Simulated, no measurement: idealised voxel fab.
Process module heading - voxel capacitor over wiring
We display cut, a cross-section 165 nm in width whose square cells are each 5 nm.
How to read a cross-section here: the picture is a grid of square cells, written as bands going from the top down, and any band can span one or more rows of cells. Band: top height; bottom height; in nm. Then, left to right: material with width in nm, for each material. "everywhere": a single material spanning edge to edge. "air": empty space. Below 0: as-received wafer, all one material; heights counted from there. Lowest band: no bottom, goes on down, written "0 and below". Top row gets the first number, bottom row gets the second, and each row in between changes by the same step: that is how a band width like "30..40" works. Step marked "remained the same"? Then no cell in the cross-section changed in it. Each empty space that has no open way to the top and spans at least 8 cells appears under "Voids, enclosed" as width x height at distance, the distance counted from the left edge, all in nm. Anything after a step's settings on that line? It's the simulator's own note about the step. overlay nm: mask offset rightward from planned place, masked step; negative means leftward offset.
The process steps that were planned are listed below:
1 RECEIVE: material Si
2 CONFORMAL_DEP: material SiO2, thk nm 10
3 CONFORMAL_DEP: material SiN, thk nm 5
4 DIRECTIONAL_DEP: material lowk, thk nm 20
5 DIRECTIONAL_DEP: material aC, thk nm 15
6 PATTERN: tone open, mask id METAL_1, material resist, width nm 20, pitch nm 90, thk nm 35, overlay nm 0
7 DIRECTIONAL_ETCH: etch materials aC, depth nm 15
8 STRIP: etch materials resist
9 DIRECTIONAL_ETCH: etch materials lowk, depth nm 20
10 DIRECTIONAL_ETCH: etch materials SiN, depth nm 5
11 STRIP: etch materials aC
12 CONFORMAL_DEP: material TiN, thk nm 5
13 FILL_DEP: material Cu, thk nm 5
14 CMP: height nm 35
15 CONFORMAL_DEP: material SiCN, thk nm 5
16 DIRECTIONAL_DEP: material lowk, thk nm 20
17 PATTERN: tone open, mask id PLUG_1, material resist, width nm 15, thk nm 15, overlay nm 0
18 DIRECTIONAL_ETCH: etch materials lowk, depth nm 20
19 DIRECTIONAL_ETCH: etch materials SiCN, depth nm 5
20 STRIP: etch materials resist
21 EPI: material Ru, thk nm 10
22 EPI: material Ru, thk nm 10
23 EPI: material Ru, thk nm 5
24 DIRECTIONAL_DEP: material TiN, thk nm 5
25 DIRECTIONAL_DEP: material HfO2, thk nm 5
26 DIRECTIONAL_DEP: material TiN, thk nm 5
27 MASKED_ETCH: tone cover, mask id UPPER_PLATE, width nm 75, etch materials TiN, depth nm 5, overlay nm 0
28 MASKED_ETCH: tone cover, mask id UPPER_PLATE, width nm 75, etch materials HfO2, depth nm 5, overlay nm 0
29 PATTERN: tone cover, mask id LOWER_PLATE, material resist, width nm 85, thk nm 20, overlay nm 0
30 DIRECTIONAL_ETCH: etch materials TiN, depth nm 5
31 STRIP: etch materials resist
32 FILL_DEP: material SiO2, thk nm 15
33 CMP: height nm 85
34 DIRECTIONAL_DEP: material aC, thk nm 10
35 PATTERN: tone open, mask id PLUG_2, material resist, width nm 15, thk nm 30, overlay nm 0
36 DIRECTIONAL_ETCH: etch materials aC, depth nm 10
37 STRIP: etch materials resist
38 DIRECTIONAL_ETCH: etch materials SiO2, depth nm 10
39 STRIP: etch materials aC
40 CONFORMAL_DEP: material TiN, thk nm 5
41 FILL_DEP: material Cu, thk nm 10
42 CMP: height nm 85
43 CONFORMAL_DEP: material SiCN, thk nm 5
First wafer out of two, processed as planned:
Incoming wafer in cross-section (state: after step 1):
  0 and below: Si everywhere
  Voids, enclosed: none
You're looking at a cross-section of the wafer after step 2:
  10 down to 0: SiO2 everywhere
  No changes below 0.
You're looking at a cross-section of the wafer after step 3:
  15 down to 10: SiN everywhere
  No changes below 10.
You're looking at a cross-section of the wafer after step 4:
  35 down to 15: lowk everywhere
  No changes below 15.
You're looking at a cross-section of the wafer after step 5:
  50 down to 35: aC everywhere
  No changes below 35.
You're looking at a cross-section of the wafer after step 6:
  85 down to 50: resist (25)  air (20)  resist (70)  air (20)  resist (30)
  No changes below 50.
You're looking at a cross-section of the wafer after step 7:
  70 down to 50: resist (25)  air (20)  resist (70)  air (20)  resist (30)
  50 down to 35: aC (25)  air (20)  aC (70)  air (20)  aC (30)
  No changes below 35.
You're looking at a cross-section of the wafer after step 8:
  50 down to 35: aC (25)  air (20)  aC (70)  air (20)  aC (30)
  No changes below 35.
You're looking at a cross-section of the wafer after step 9:
  50 down to 35: aC (25)  air (20)  aC (70)  air (20)  aC (30)
  35 down to 15: lowk (25)  air (20)  lowk (70)  air (20)  lowk (30)
  No changes below 15.
You're looking at a cross-section of the wafer after step 10:
  50 down to 35: aC (25)  air (20)  aC (70)  air (20)  aC (30)
  35 down to 15: lowk (25)  air (20)  lowk (70)  air (20)  lowk (30)
  15 down to 10: SiN (25)  air (20)  SiN (70)  air (20)  SiN (30)
  No changes below 10.
You're looking at a cross-section of the wafer after step 11:
  35 down to 15: lowk (25)  air (20)  lowk (70)  air (20)  lowk (30)
  No changes below 15.
You're looking at a cross-section of the wafer after step 12:
  40 down to 35: TiN (30)  air (10)  TiN (80)  air (10)  TiN (35)
  35 down to 15: lowk (25)  TiN (5)  air (10)  TiN (5)  lowk (70)  TiN (5)  air (10)  TiN (5)  lowk (30)
  15 down to 10: SiN (25)  TiN (20)  SiN (70)  TiN (20)  SiN (30)
  No changes below 10.
You're looking at a cross-section of the wafer after step 13:
  45 down to 40: Cu everywhere
  40 down to 35: TiN (30)  Cu (10)  TiN (80)  Cu (10)  TiN (35)
  35 down to 15: lowk (25)  TiN (5)  Cu (10)  TiN (5)  lowk (70)  TiN (5)  Cu (10)  TiN (5)  lowk (30)
  No changes below 15.
You're looking at a cross-section of the wafer after step 14:
  35 down to 15: lowk (25)  TiN (5)  Cu (10)  TiN (5)  lowk (70)  TiN (5)  Cu (10)  TiN (5)  lowk (30)
  No changes below 15.
You're looking at a cross-section of the wafer after step 15:
  40 down to 35: SiCN everywhere
  No changes below 35.
You're looking at a cross-section of the wafer after step 16:
  60 down to 40: lowk everywhere
  No changes below 40.
You're looking at a cross-section of the wafer after step 17:
  75 down to 60: resist (30)  air (15)  resist (120)
  No changes below 60.
You're looking at a cross-section of the wafer after step 18:
  75 down to 60: resist (30)  air (15)  resist (120)
  60 down to 40: lowk (30)  air (15)  lowk (120)
  No changes below 40.
You're looking at a cross-section of the wafer after step 19:
  75 down to 60: resist (30)  air (15)  resist (120)
  60 down to 40: lowk (30)  air (15)  lowk (120)
  40 down to 35: SiCN (30)  air (15)  SiCN (120)
  No changes below 35.
You're looking at a cross-section of the wafer after step 20:
  60 down to 40: lowk (30)  air (15)  lowk (120)
  No changes below 40.
You're looking at a cross-section of the wafer after step 21:
  60 down to 45: lowk (30)  air (15)  lowk (120)
  45 down to 40: lowk (30)  Ru (15)  lowk (120)
  40 down to 35: SiCN (30)  Ru (15)  SiCN (120)
  No changes below 35.
You're looking at a cross-section of the wafer after step 22:
  60 down to 55: lowk (30)  air (15)  lowk (120)
  55 down to 40: lowk (30)  Ru (15)  lowk (120)
  No changes below 40.
You're looking at a cross-section of the wafer after step 23:
  60 down to 40: lowk (30)  Ru (15)  lowk (120)
  No changes below 40.
You're looking at a cross-section of the wafer after step 24:
  65 down to 60: TiN everywhere
  No changes below 60.
You're looking at a cross-section of the wafer after step 25:
  70 down to 65: HfO2 everywhere
  No changes below 65.
You're looking at a cross-section of the wafer after step 26:
  75 down to 70: TiN everywhere
  No changes below 70.
You're looking at a cross-section of the wafer after step 27:
  75 down to 70: air (30)  TiN (75)  air (60)
  No changes below 70.
You're looking at a cross-section of the wafer after step 28:
  75 down to 70: air (30)  TiN (75)  air (60)
  70 down to 65: air (30)  HfO2 (75)  air (60)
  No changes below 65.
You're looking at a cross-section of the wafer after step 29:
  95 down to 75: air (25)  resist (85)  air (55)
  75 down to 70: air (25)  resist (5)  TiN (75)  resist (5)  air (55)
  70 down to 65: air (25)  resist (5)  HfO2 (75)  resist (5)  air (55)
  No changes below 65.
You're looking at a cross-section of the wafer after step 30:
  95 down to 75: air (25)  resist (85)  air (55)
  75 down to 70: air (25)  resist (5)  TiN (75)  resist (5)  air (55)
  70 down to 65: air (25)  resist (5)  HfO2 (75)  resist (5)  air (55)
  65 down to 60: air (25)  TiN (85)  air (55)
  No changes below 60.
You're looking at a cross-section of the wafer after step 31:
  75 down to 70: air (30)  TiN (75)  air (60)
  70 down to 65: air (30)  HfO2 (75)  air (60)
  No changes below 65.
You're looking at a cross-section of the wafer after step 32:
  90 down to 75: SiO2 everywhere
  75 down to 70: SiO2 (30)  TiN (75)  SiO2 (60)
  70 down to 65: SiO2 (30)  HfO2 (75)  SiO2 (60)
  65 down to 60: SiO2 (25)  TiN (85)  SiO2 (55)
  No changes below 60.
You're looking at a cross-section of the wafer after step 33:
  85 down to 75: SiO2 everywhere
  No changes below 75.
You're looking at a cross-section of the wafer after step 34:
  95 down to 85: aC everywhere
  No changes below 85.
You're looking at a cross-section of the wafer after step 35:
  125 down to 95: resist (40)  air (15)  resist (110)
  No changes below 95.
You're looking at a cross-section of the wafer after step 36:
  115 down to 95: resist (40)  air (15)  resist (110)
  95 down to 85: aC (40)  air (15)  aC (110)
  No changes below 85.
You're looking at a cross-section of the wafer after step 37:
  95 down to 85: aC (40)  air (15)  aC (110)
  No changes below 85.
You're looking at a cross-section of the wafer after step 38:
  95 down to 85: aC (40)  air (15)  aC (110)
  85 down to 75: SiO2 (40)  air (15)  SiO2 (110)
  No changes below 75.
You're looking at a cross-section of the wafer after step 39:
  85 down to 75: SiO2 (40)  air (15)  SiO2 (110)
  No changes below 75.
You're looking at a cross-section of the wafer after step 40:
  90 down to 85: TiN (45)  air (5)  TiN (115)
  85 down to 80: SiO2 (40)  TiN (5)  air (5)  TiN (5)  SiO2 (110)
  80 down to 70: SiO2 (40..30)  TiN (15..75)  SiO2 (110..60)
  No changes below 70.
You're looking at a cross-section of the wafer after step 41:
  100 down to 90: Cu everywhere
  90 down to 85: TiN (45)  Cu (5)  TiN (115)
  85 down to 80: SiO2 (40)  TiN (5)  Cu (5)  TiN (5)  SiO2 (110)
  No changes below 80.
You're looking at a cross-section of the wafer after step 42:
  85 down to 80: SiO2 (40)  TiN (5)  Cu (5)  TiN (5)  SiO2 (110)
  No changes below 80.
You're looking at a cross-section of the wafer after step 43:
  90 down to 85: SiCN everywhere
  No changes below 85.
Second Wafer (Identical Start and Plan, One Processing Error; Matches First Wafer Through Step 20):
Cross-sectional view of the second wafer at the intended end time of process step 22:
  65 down to 60: air (25)  Ru (25)  air (115)
  60 down to 40: lowk (30)  Ru (15)  lowk (120)
  40 down to 35: SiCN (30)  Ru (15)  SiCN (120)
  No changes below 35.
Cross-sectional view of the second wafer at the intended end time of process step 23:
  70 down to 60: air (20)  Ru (35)  air (110)
  No changes below 60.
Cross-sectional view of the second wafer at the intended end time of process step 24:
  75 down to 70: air (20)  TiN (35)  air (110)
  70 down to 65: air (20)  Ru (35)  air (110)
  65 down to 60: TiN (20)  Ru (35)  TiN (110)
  No changes below 60.
Cross-sectional view of the second wafer at the intended end time of process step 25:
  80 down to 75: air (20)  HfO2 (35)  air (110)
  75 down to 70: air (20)  TiN (35)  air (110)
  70 down to 65: HfO2 (20)  Ru (35)  HfO2 (110)
  No changes below 65.
Cross-sectional view of the second wafer at the intended end time of process step 26:
  85 down to 80: air (20)  TiN (35)  air (110)
  80 down to 75: air (20)  HfO2 (35)  air (110)
  75 down to 70: TiN everywhere
  No changes below 70.
Cross-sectional view of the second wafer at the intended end time of process step 27:
  85 down to 80: air (30)  TiN (25)  air (110)
  80 down to 75: air (20)  HfO2 (35)  air (110)
  75 down to 70: air (20)  TiN (85)  air (60)
  No changes below 70.
Cross-sectional view of the second wafer at the intended end time of process step 28:
  85 down to 80: air (30)  TiN (25)  air (110)
  80 down to 75: air (30)  HfO2 (25)  air (110)
  75 down to 70: air (20)  TiN (85)  air (60)
  70 down to 65: air (20)  Ru (35)  HfO2 (50)  air (60)
  No changes below 65.
Cross-sectional view of the second wafer at the intended end time of process step 29:
  105 down to 85: air (25)  resist (85)  air (55)
  85 down to 80: air (25)  resist (5)  TiN (25)  resist (55)  air (55)
  80 down to 75: air (25)  resist (5)  HfO2 (25)  resist (55)  air (55)
  75 down to 70: air (20)  TiN (85)  resist (5)  air (55)
  70 down to 65: air (20)  Ru (35)  HfO2 (50)  resist (5)  air (55)
  No changes below 65.
Cross-sectional view of the second wafer at the intended end time of process step 30:
  105 down to 85: air (25)  resist (85)  air (55)
  85 down to 80: air (25)  resist (5)  TiN (25)  resist (55)  air (55)
  80 down to 75: air (25)  resist (5)  HfO2 (25)  resist (55)  air (55)
  75 down to 70: air (25)  TiN (80)  resist (5)  air (55)
  70 down to 65: air (20)  Ru (35)  HfO2 (50)  resist (5)  air (55)
  65 down to 60: air (20)  Ru (35)  TiN (55)  air (55)
  No changes below 60.
Cross-sectional view of the second wafer at the intended end time of process step 31:
  85 down to 80: air (30)  TiN (25)  air (110)
  80 down to 75: air (30)  HfO2 (25)  air (110)
  75 down to 70: air (25)  TiN (80)  air (60)
  70 down to 65: air (20)  Ru (35)  HfO2 (50)  air (60)
  No changes below 65.
Cross-sectional view of the second wafer at the intended end time of process step 32:
  100 down to 85: SiO2 everywhere
  85 down to 80: SiO2 (30)  TiN (25)  SiO2 (110)
  80 down to 75: SiO2 (30)  HfO2 (25)  SiO2 (110)
  75 down to 70: SiO2 (25)  TiN (80)  SiO2 (60)
  70 down to 65: SiO2 (20)  Ru (35)  HfO2 (50)  SiO2 (60)
  65 down to 60: SiO2 (20)  Ru (35)  TiN (55)  SiO2 (55)
  No changes below 60.
Cross-sectional view of the second wafer at the intended end time of process step 33:
  85 down to 80: SiO2 (30)  TiN (25)  SiO2 (110)
  No changes below 80.
Cross-sectional view of the second wafer at the intended end time of process step 34:
  95 down to 85: aC everywhere
  No changes below 85.
Cross-sectional view of the second wafer at the intended end time of process step 35:
  125 down to 95: resist (40)  air (15)  resist (110)
  No changes below 95.
Cross-sectional view of the second wafer at the intended end time of process step 36:
  115 down to 95: resist (40)  air (15)  resist (110)
  95 down to 85: aC (40)  air (15)  aC (110)
  No changes below 85.
Cross-sectional view of the second wafer at the intended end time of process step 37:
  95 down to 85: aC (40)  air (15)  aC (110)
  No changes below 85.
Cross-sectional view of the second wafer at the intended end time of process step 38: remained the same
Cross-sectional view of the second wafer at the intended end time of process step 39:
  85 down to 80: SiO2 (30)  TiN (25)  SiO2 (110)
  No changes below 80.
Cross-sectional view of the second wafer at the intended end time of process step 40:
  90 down to 85: TiN everywhere
  No changes below 85.
Cross-sectional view of the second wafer at the intended end time of process step 41:
  100 down to 90: Cu everywhere
  No changes below 90.
Cross-sectional view of the second wafer at the intended end time of process step 42:
  85 down to 80: SiO2 (30)  TiN (25)  SiO2 (110)
  No changes below 80.
Cross-sectional view of the second wafer at the intended end time of process step 43:
  90 down to 85: SiCN everywhere
  No changes below 85.
In executing the process, a mistake was made relative to the plan: one of 21 and 22 got run twice; they're all identical, so no saying which
The second wafer ends with more or fewer cells of some materials than the first, per final count: Cu -1, Ru +14, SiO2 -8, TiN -5
